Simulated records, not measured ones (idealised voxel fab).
process module | voxel self aligned contacts
cross-section cut | 230 nm wide | cells 5 nm
A cross-section is a grid of square cells, given in bands from the top down. A band is one or more rows of cells.
Each band's line starts with the height of the band's top and of its bottom, in nm. Then come its materials from left to right, each with its width in nm. One material with "throughout" fills the band from edge to edge. "air" is empty space.
Height 0 is the level under which the wafer as received is all one material. The lowest band goes on downwards, as in "0 down".
A width such as "30 to 40" changes by the same amount from each row of cells to the next, from the band's top row to its bottom row.
"no change" after a step means that no cell of the cross-section changed.
closed voids: empty space of 8 cells or more with no open way to the top, each as width x height at its distance from the left edge, in nm
after a step's settings: what the simulator itself notes on the step
overlay nm, on a step with a mask: how far to the right of its planned place the mask lay; to the left if negative
plan
1 op RECEIVE | material Si
2 op CONFORMAL_DEP | material SiO2 | thk nm 5
3 op DIRECTIONAL_DEP | material polySi | thk nm 25
4 op DIRECTIONAL_DEP | material SiN | thk nm 15
5 op DIRECTIONAL_DEP | material aC | thk nm 10
6 op PATTERN | tone cover | mask id GATE | material resist | width nm 35 | pitch nm 60 | thk nm 25 | overlay nm 0
7 op DIRECTIONAL_ETCH | etch materials aC | depth nm 10
8 op STRIP | etch materials resist
9 op DIRECTIONAL_ETCH | etch materials SiN | depth nm 15
10 op DIRECTIONAL_ETCH | etch materials polySi | depth nm 25
11 op STRIP | etch materials aC
12 op CONFORMAL_DEP | material SiN | thk nm 5
13 op DIRECTIONAL_ETCH | etch materials SiN | depth nm 5
14 op FILL_DEP | material SiO2 | thk nm 20
15 op CMP | height nm 55
16 op PATTERN | tone open | mask id CONTACT | material resist | width nm 35 | pitch nm 60 | thk nm 15 | overlay nm 0
17 op DIRECTIONAL_ETCH | etch materials SiO2 | depth nm 55
18 op STRIP | etch materials resist
19 op CONFORMAL_DEP | material TiN | thk nm 5
20 op FILL_DEP | material Ru | thk nm 5
21 op CMP | height nm 55
22 op CONFORMAL_DEP | material SiN | thk nm 5
first wafer, as planned
as received, after step 1
  0 down: Si throughout
  closed voids: none
after step 2
  5 to 0: SiO2 throughout
  below 0: unchanged
after step 3
  30 to 5: polySi throughout
  below 5: unchanged
after step 4
  45 to 30: SiN throughout
  below 30: unchanged
after step 5
  55 to 45: aC throughout
  below 45: unchanged
after step 6
  80 to 55: air 35 | resist 35 | air 25 | resist 35 | air 25 | resist 35 | air 40
  below 55: unchanged
after step 7
  70 to 55: air 35 | resist 35 | air 25 | resist 35 | air 25 | resist 35 | air 40
  55 to 45: air 35 | aC 35 | air 25 | aC 35 | air 25 | aC 35 | air 40
  below 45: unchanged
after step 8
  55 to 45: air 35 | aC 35 | air 25 | aC 35 | air 25 | aC 35 | air 40
  below 45: unchanged
after step 9
  55 to 45: air 35 | aC 35 | air 25 | aC 35 | air 25 | aC 35 | air 40
  45 to 30: air 35 | SiN 35 | air 25 | SiN 35 | air 25 | SiN 35 | air 40
  below 30: unchanged
after step 10
  55 to 45: air 35 | aC 35 | air 25 | aC 35 | air 25 | aC 35 | air 40
  45 to 30: air 35 | SiN 35 | air 25 | SiN 35 | air 25 | SiN 35 | air 40
  30 to 5: air 35 | polySi 35 | air 25 | polySi 35 | air 25 | polySi 35 | air 40
  below 5: unchanged
after step 11
  45 to 30: air 35 | SiN 35 | air 25 | SiN 35 | air 25 | SiN 35 | air 40
  below 30: unchanged
after step 12
  50 to 30: air 30 | SiN 45 | air 15 | SiN 45 | air 15 | SiN 45 | air 35
  30 to 10: air 30 | SiN 5 | polySi 35 | SiN 5 | air 15 | SiN 5 | polySi 35 | SiN 5 | air 15 | SiN 5 | polySi 35 | SiN 5 | air 35
  10 to 5: SiN 35 | polySi 35 | SiN 25 | polySi 35 | SiN 25 | polySi 35 | SiN 40
  below 5: unchanged
after step 13
  45 to 30: air 30 | SiN 45 | air 15 | SiN 45 | air 15 | SiN 45 | air 35
  30 to 5: air 30 | SiN 5 | polySi 35 | SiN 5 | air 15 | SiN 5 | polySi 35 | SiN 5 | air 15 | SiN 5 | polySi 35 | SiN 5 | air 35
  below 5: unchanged
after step 14
  65 to 45: SiO2 throughout
  45 to 30: SiO2 30 | SiN 45 | SiO2 15 | SiN 45 | SiO2 15 | SiN 45 | SiO2 35
  30 to 5: SiO2 30 | SiN 5 | polySi 35 | SiN 5 | SiO2 15 | SiN 5 | polySi 35 | SiN 5 | SiO2 15 | SiN 5 | polySi 35 | SiN 5 | SiO2 35
  below 5: unchanged
after step 15
  55 to 45: SiO2 throughout
  below 45: unchanged
after step 16
  70 to 55: resist 65 | air 35 | resist 25 | air 35 | resist 70
  below 55: unchanged
after step 17
  70 to 55: resist 65 | air 35 | resist 25 | air 35 | resist 70
  55 to 45: SiO2 65 | air 35 | SiO2 25 | air 35 | SiO2 70
  45 to 30: SiO2 30 | SiN 45 | air 15 | SiN 45 | air 15 | SiN 45 | SiO2 35
  30 to 5: SiO2 30 | SiN 5 | polySi 35 | SiN 5 | air 15 | SiN 5 | polySi 35 | SiN 5 | air 15 | SiN 5 | polySi 35 | SiN 5 | SiO2 35
  5 to 0: SiO2 75 | air 15 | SiO2 45 | air 15 | SiO2 80
  below 0: unchanged
after step 18
  55 to 45: SiO2 65 | air 35 | SiO2 25 | air 35 | SiO2 70
  below 45: unchanged
after step 19
  60 to 55: TiN 70 | air 25 | TiN 35 | air 25 | TiN 75
  55 to 45: SiO2 65 | TiN 5 to 15 | air 25 to 5 | TiN 5 to 15 | SiO2 25 | TiN 5 to 15 | air 25 to 5 | TiN 5 to 15 | SiO2 70
  45 to 30: SiO2 30 | SiN 45 | TiN 5 | air 5 | TiN 5 | SiN 45 | TiN 5 | air 5 | TiN 5 | SiN 45 | SiO2 35
  30 to 5: SiO2 30 | SiN 5 | polySi 35 | SiN 5 | TiN 5 | air 5 | TiN 5 | SiN 5 | polySi 35 | SiN 5 | TiN 5 | air 5 | TiN 5 | SiN 5 | polySi 35 | SiN 5 | SiO2 35
  5 to 0: SiO2 75 | TiN 15 | SiO2 45 | TiN 15 | SiO2 80
  below 0: unchanged
after step 20
  65 to 60: Ru throughout
  60 to 55: TiN 70 | Ru 25 | TiN 35 | Ru 25 | TiN 75
  55 to 45: SiO2 65 | TiN 5 to 15 | Ru 25 to 5 | TiN 5 to 15 | SiO2 25 | TiN 5 to 15 | Ru 25 to 5 | TiN 5 to 15 | SiO2 70
  45 to 30: SiO2 30 | SiN 45 | TiN 5 | Ru 5 | TiN 5 | SiN 45 | TiN 5 | Ru 5 | TiN 5 | SiN 45 | SiO2 35
  30 to 5: SiO2 30 | SiN 5 | polySi 35 | SiN 5 | TiN 5 | Ru 5 | TiN 5 | SiN 5 | polySi 35 | SiN 5 | TiN 5 | Ru 5 | TiN 5 | SiN 5 | polySi 35 | SiN 5 | SiO2 35
  below 5: unchanged
after step 21
  55 to 45: SiO2 65 | TiN 5 to 15 | Ru 25 to 5 | TiN 5 to 15 | SiO2 25 | TiN 5 to 15 | Ru 25 to 5 | TiN 5 to 15 | SiO2 70
  below 45: unchanged
after step 22
  60 to 55: SiN throughout
  below 55: unchanged
second wafer: like start, like plan, one mistake. Through step 1 it matches the first wafer
when step 2 should have ended: no change
when step 3 should have ended
  25 to 0: polySi throughout
  below 0: unchanged
when step 4 should have ended
  40 to 25: SiN throughout
  below 25: unchanged
when step 5 should have ended
  50 to 40: aC throughout
  below 40: unchanged
when step 6 should have ended
  75 to 50: air 35 | resist 35 | air 25 | resist 35 | air 25 | resist 35 | air 40
  below 50: unchanged
when step 7 should have ended
  65 to 50: air 35 | resist 35 | air 25 | resist 35 | air 25 | resist 35 | air 40
  50 to 40: air 35 | aC 35 | air 25 | aC 35 | air 25 | aC 35 | air 40
  below 40: unchanged
when step 8 should have ended
  50 to 40: air 35 | aC 35 | air 25 | aC 35 | air 25 | aC 35 | air 40
  below 40: unchanged
when step 9 should have ended
  50 to 40: air 35 | aC 35 | air 25 | aC 35 | air 25 | aC 35 | air 40
  40 to 25: air 35 | SiN 35 | air 25 | SiN 35 | air 25 | SiN 35 | air 40
  below 25: unchanged
when step 10 should have ended
  50 to 40: air 35 | aC 35 | air 25 | aC 35 | air 25 | aC 35 | air 40
  40 to 25: air 35 | SiN 35 | air 25 | SiN 35 | air 25 | SiN 35 | air 40
  25 to 0: air 35 | polySi 35 | air 25 | polySi 35 | air 25 | polySi 35 | air 40
  below 0: unchanged
when step 11 should have ended
  40 to 25: air 35 | SiN 35 | air 25 | SiN 35 | air 25 | SiN 35 | air 40
  below 25: unchanged
when step 12 should have ended
  45 to 25: air 30 | SiN 45 | air 15 | SiN 45 | air 15 | SiN 45 | air 35
  25 to 5: air 30 | SiN 5 | polySi 35 | SiN 5 | air 15 | SiN 5 | polySi 35 | SiN 5 | air 15 | SiN 5 | polySi 35 | SiN 5 | air 35
  5 to 0: SiN 35 | polySi 35 | SiN 25 | polySi 35 | SiN 25 | polySi 35 | SiN 40
  below 0: unchanged
when step 13 should have ended
  40 to 25: air 30 | SiN 45 | air 15 | SiN 45 | air 15 | SiN 45 | air 35
  25 to 0: air 30 | SiN 5 | polySi 35 | SiN 5 | air 15 | SiN 5 | polySi 35 | SiN 5 | air 15 | SiN 5 | polySi 35 | SiN 5 | air 35
  below 0: unchanged
when step 14 should have ended
  60 to 40: SiO2 throughout
  40 to 25: SiO2 30 | SiN 45 | SiO2 15 | SiN 45 | SiO2 15 | SiN 45 | SiO2 35
  25 to 0: SiO2 30 | SiN 5 | polySi 35 | SiN 5 | SiO2 15 | SiN 5 | polySi 35 | SiN 5 | SiO2 15 | SiN 5 | polySi 35 | SiN 5 | SiO2 35
  below 0: unchanged
when step 15 should have ended
  55 to 40: SiO2 throughout
  below 40: unchanged
when step 16 should have ended
  70 to 55: resist 65 | air 35 | resist 25 | air 35 | resist 70
  below 55: unchanged
when step 17 should have ended
  70 to 55: resist 65 | air 35 | resist 25 | air 35 | resist 70
  55 to 40: SiO2 65 | air 35 | SiO2 25 | air 35 | SiO2 70
  40 to 25: SiO2 30 | SiN 45 | air 15 | SiN 45 | air 15 | SiN 45 | SiO2 35
  25 to 0: SiO2 30 | SiN 5 | polySi 35 | SiN 5 | air 15 | SiN 5 | polySi 35 | SiN 5 | air 15 | SiN 5 | polySi 35 | SiN 5 | SiO2 35
  below 0: unchanged
when step 18 should have ended
  55 to 40: SiO2 65 | air 35 | SiO2 25 | air 35 | SiO2 70
  below 40: unchanged
when step 19 should have ended
  60 to 55: TiN 70 | air 25 | TiN 35 | air 25 | TiN 75
  55 to 45: SiO2 65 | TiN 5 | air 25 | TiN 5 | SiO2 25 | TiN 5 | air 25 | TiN 5 | SiO2 70
  45 to 40: SiO2 65 | TiN 15 | air 5 | TiN 15 | SiO2 25 | TiN 15 | air 5 | TiN 15 | SiO2 70
  40 to 25: SiO2 30 | SiN 45 | TiN 5 | air 5 | TiN 5 | SiN 45 | TiN 5 | air 5 | TiN 5 | SiN 45 | SiO2 35
  25 to 5: SiO2 30 | SiN 5 | polySi 35 | SiN 5 | TiN 5 | air 5 | TiN 5 | SiN 5 | polySi 35 | SiN 5 | TiN 5 | air 5 | TiN 5 | SiN 5 | polySi 35 | SiN 5 | SiO2 35
  5 to 0: SiO2 30 | SiN 5 | polySi 35 | SiN 5 | TiN 15 | SiN 5 | polySi 35 | SiN 5 | TiN 15 | SiN 5 | polySi 35 | SiN 5 | SiO2 35
  below 0: unchanged
when step 20 should have ended
  65 to 60: Ru throughout
  60 to 55: TiN 70 | Ru 25 | TiN 35 | Ru 25 | TiN 75
  55 to 45: SiO2 65 | TiN 5 | Ru 25 | TiN 5 | SiO2 25 | TiN 5 | Ru 25 | TiN 5 | SiO2 70
  45 to 40: SiO2 65 | TiN 15 | Ru 5 | TiN 15 | SiO2 25 | TiN 15 | Ru 5 | TiN 15 | SiO2 70
  40 to 25: SiO2 30 | SiN 45 | TiN 5 | Ru 5 | TiN 5 | SiN 45 | TiN 5 | Ru 5 | TiN 5 | SiN 45 | SiO2 35
  25 to 5: SiO2 30 | SiN 5 | polySi 35 | SiN 5 | TiN 5 | Ru 5 | TiN 5 | SiN 5 | polySi 35 | SiN 5 | TiN 5 | Ru 5 | TiN 5 | SiN 5 | polySi 35 | SiN 5 | SiO2 35
  below 5: unchanged
when step 21 should have ended
  55 to 45: SiO2 65 | TiN 5 | Ru 25 | TiN 5 | SiO2 25 | TiN 5 | Ru 25 | TiN 5 | SiO2 70
  below 45: unchanged
when step 22 should have ended
  60 to 55: SiN throughout
  below 55: unchanged
what went wrong: step 2 was left out
at the end the second wafer has, in cells: 8 more of Ru | 8 fewer of SiO2
